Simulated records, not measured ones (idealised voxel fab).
Title: Process Module voxel transistor to metal
The cross-section on display is named cut; it measures 295 nm wide, and its cells are 5 nm squares.
Format of a cross-section: grid, square cells. Given as bands. Order: top down. Band: one or more rows of cells.
Heads up on the band format: heights come first, top then bottom, in nm. After that it's the materials left to right, each with its width in nm. A single material flagged "full width" fills the whole band edge to edge, and "blank" means there's empty space there.
Convention: height 0 is the level below which the wafer, as received, is all one material. The lowest band does not terminate at the bottom but continues downward, represented as "top 0, no bottom".
Read "30..40" as a graded width: first number on top, second number at the bottom, same change between each pair of neighbouring rows.
Given "same as before" for a step, no cell of the cross-section differs between before and after that step.
The entry titled "Sealed-off cavities" provides the empty spaces that have no open way to the top, restricted to those of 8 cells or more. Each is presented as width x height at distance, the distance being measured from the left edge, with all three in nm.
Past the settings on a step's line: simulator remark, on that step.
overlay nm: how far to the right of its planned place the mask lay on this masked step (negative: to the left).

**Process steps (planned)**
1. RECEIVE,material Si
2. CONFORMAL_DEP,material SiO2,thk nm 5
3. CONFORMAL_DEP,material SiN,thk nm 10
4. MASKED_ETCH,tone cover,mask id ACTIVE,width nm 110,pitch nm 140,etch materials SiN,depth nm 10,overlay nm 0
5. MASKED_ETCH,tone cover,mask id ACTIVE,width nm 110,pitch nm 140,etch materials SiO2,depth nm 5,overlay nm 0
6. MASKED_ETCH,tone cover,mask id ACTIVE,width nm 110,pitch nm 140,etch materials Si,depth nm 20,overlay nm 0
7. FILL_DEP,material SiO2,thk nm 5
8. CMP,height nm 15
9. SELECTIVE_ETCH,etch materials SiO2,depth nm 5
10. STRIP,etch materials SiN
11. SELECTIVE_ETCH,etch materials SiO2,depth nm 5
12. OXIDIZE,depth nm 5
13. DIRECTIONAL_DEP,material polySi,thk nm 30
14. DIRECTIONAL_DEP,material SiCN,thk nm 10
15. MASKED_ETCH,tone cover,mask id GATE,width nm 20,pitch nm 140,etch materials SiCN,depth nm 20,overlay nm 0
16. MASKED_ETCH,tone cover,mask id GATE,width nm 20,pitch nm 140,etch materials polySi,depth nm 40,overlay nm 0
17. CONFORMAL_DEP,material SiO2,thk nm 5
18. DIRECTIONAL_ETCH,etch materials SiO2,depth nm 5
19. CONFORMAL_DEP,material SiN,thk nm 10
20. DIRECTIONAL_ETCH,etch materials SiN,depth nm 10
21. DIRECTIONAL_ETCH,etch materials SiO2,depth nm 5
22. DIRECTIONAL_ETCH,etch materials Si,depth nm 15
23. EPI,material pSi,thk nm 15
24. FILL_DEP,material SiO2,thk nm 10
25. CMP,height nm 40
26. DIRECTIONAL_DEP,material SiO2,thk nm 15
27. PATTERN,tone open,mask id CONTACT,material resist,width nm 20,thk nm 20,overlay nm 0
28. DIRECTIONAL_ETCH,etch materials SiO2,depth nm 45
29. STRIP,etch materials resist
30. CONFORMAL_DEP,material TiN,thk nm 5
31. FILL_DEP,material Ru,thk nm 5
32. CMP,height nm 55
33. CONFORMAL_DEP,material SiCN,thk nm 5
34. DIRECTIONAL_DEP,material SiO2,thk nm 20
35. DIRECTIONAL_DEP,material aC,thk nm 10
36. PATTERN,tone open,mask id METAL_1,material resist,width nm 20,thk nm 30,overlay nm 0
37. DIRECTIONAL_ETCH,etch materials aC,depth nm 10
38. STRIP,etch materials resist
39. DIRECTIONAL_ETCH,etch materials SiO2,depth nm 20
40. DIRECTIONAL_ETCH,etch materials SiCN,depth nm 5
41. STRIP,etch materials aC
42. CONFORMAL_DEP,material TiN,thk nm 5
43. FILL_DEP,material Cu,thk nm 5
44. CMP,height nm 80
45. CONFORMAL_DEP,material SiCN,thk nm 5

**Cross-section: wafer on arrival = after step 1**
  top 0, no bottom  Si full width
  Sealed-off cavities: none

**Final cross-section, module run with one mistake (start and plan as above)**
  top 85, bottom 80  SiCN full width
  top 80, bottom 60  25 of SiO2; 5 of TiN; 10 of Cu; 5 of TiN; 60 of SiO2; 5 of TiN; 10 of Cu; 5 of TiN; 40 of SiO2; 5 of TiN; 10 of Cu; 5 of TiN; 60 of SiO2; 5 of TiN; 10 of Cu; 5 of TiN; 30 of SiO2
  top 60, bottom 55  25 of SiCN; 20 of TiN; 60 of SiCN; 20 of TiN; 40 of SiCN; 20 of TiN; 60 of SiCN; 20 of TiN; 30 of SiCN
  top 55, bottom 40  25 of SiO2; 5 of TiN; 10 of Ru; 5 of TiN; 60 of SiO2; 5 of TiN; 10 of Ru; 5 of TiN; 40 of SiO2; 5 of TiN; 10 of Ru; 5 of TiN; 60 of SiO2; 5 of TiN; 10 of Ru; 5 of TiN; 30 of SiO2
  top 40, bottom 30  25 of SiO2; 5 of TiN; 10 of Ru; 5 of TiN; 5 of SiO2; 10 of SiN; 5 of SiO2; 20 of SiCN; 5 of SiO2; 10 of SiN; 5 of SiO2; 5 of TiN; 10 of Ru; 5 of TiN; 40 of SiO2; 5 of TiN; 10 of Ru; 5 of TiN; 5 of SiO2; 10 of SiN; 5 of SiO2; 20 of SiCN; 5 of SiO2; 10 of SiN; 5 of SiO2; 5 of TiN; 10 of Ru; 5 of TiN; 30 of SiO2
  top 30, bottom 15  25 of SiO2; 5 of TiN; 10 of Ru; 5 of TiN; 5 of SiO2; 10 of SiN; 5 of SiO2; 20 of polySi; 5 of SiO2; 10 of SiN; 5 of SiO2; 5 of TiN; 10 of Ru; 5 of TiN; 40 of SiO2; 5 of TiN; 10 of Ru; 5 of TiN; 5 of SiO2; 10 of SiN; 5 of SiO2; 20 of polySi; 5 of SiO2; 10 of SiN; 5 of SiO2; 5 of TiN; 10 of Ru; 5 of TiN; 30 of SiO2
  top 15, bottom 10  25 of SiO2; 20 of TiN; 5 of SiO2; 10 of SiN; 5 of SiO2; 20 of polySi; 5 of SiO2; 10 of SiN; 5 of SiO2; 20 of TiN; 40 of SiO2; 20 of TiN; 5 of SiO2; 10 of SiN; 5 of SiO2; 20 of polySi; 5 of SiO2; 10 of SiN; 5 of SiO2; 20 of TiN; 30 of SiO2
  top 10, bottom 5  25 of SiO2; 25 of pSi; 10 of SiN; 5 of SiO2; 20 of polySi; 5 of SiO2; 10 of SiN; 25 of pSi; 40 of SiO2; 25 of pSi; 10 of SiN; 5 of SiO2; 20 of polySi; 5 of SiO2; 10 of SiN; 25 of pSi; 30 of SiO2
  top 5, bottom 0  20 of SiO2; 10 of SiN; 20 of pSi; 10 of SiN; 5 of SiO2; 20 of polySi; 5 of SiO2; 10 of SiN; 20 of pSi; 10 of SiN; 30 of SiO2; 10 of SiN; 20 of pSi; 10 of SiN; 5 of SiO2; 20 of polySi; 5 of SiO2; 10 of SiN; 20 of pSi; 10 of SiN; 25 of SiO2
  top 0, bottom -5  30 of SiO2; 20 of pSi; 50 of SiO2; 20 of pSi; 50 of SiO2; 20 of pSi; 50 of SiO2; 20 of pSi; 35 of SiO2
  top -5, bottom -20  20 of SiO2; 10 of Si; 20 of pSi; 50 of Si; 20 of pSi; 10 of Si; 30 of SiO2; 10 of Si; 20 of pSi; 50 of Si; 20 of pSi; 10 of Si; 25 of SiO2
  top -20, bottom -40  20 of SiO2; 110 of Si; 30 of SiO2; 110 of Si; 25 of SiO2
  top -40, no bottom  Si full width
  Sealed-off cavities: none
It is concluded that the wafer was processed incorrectly with respect to the plan, in that in the plan, step 6 was performed twice
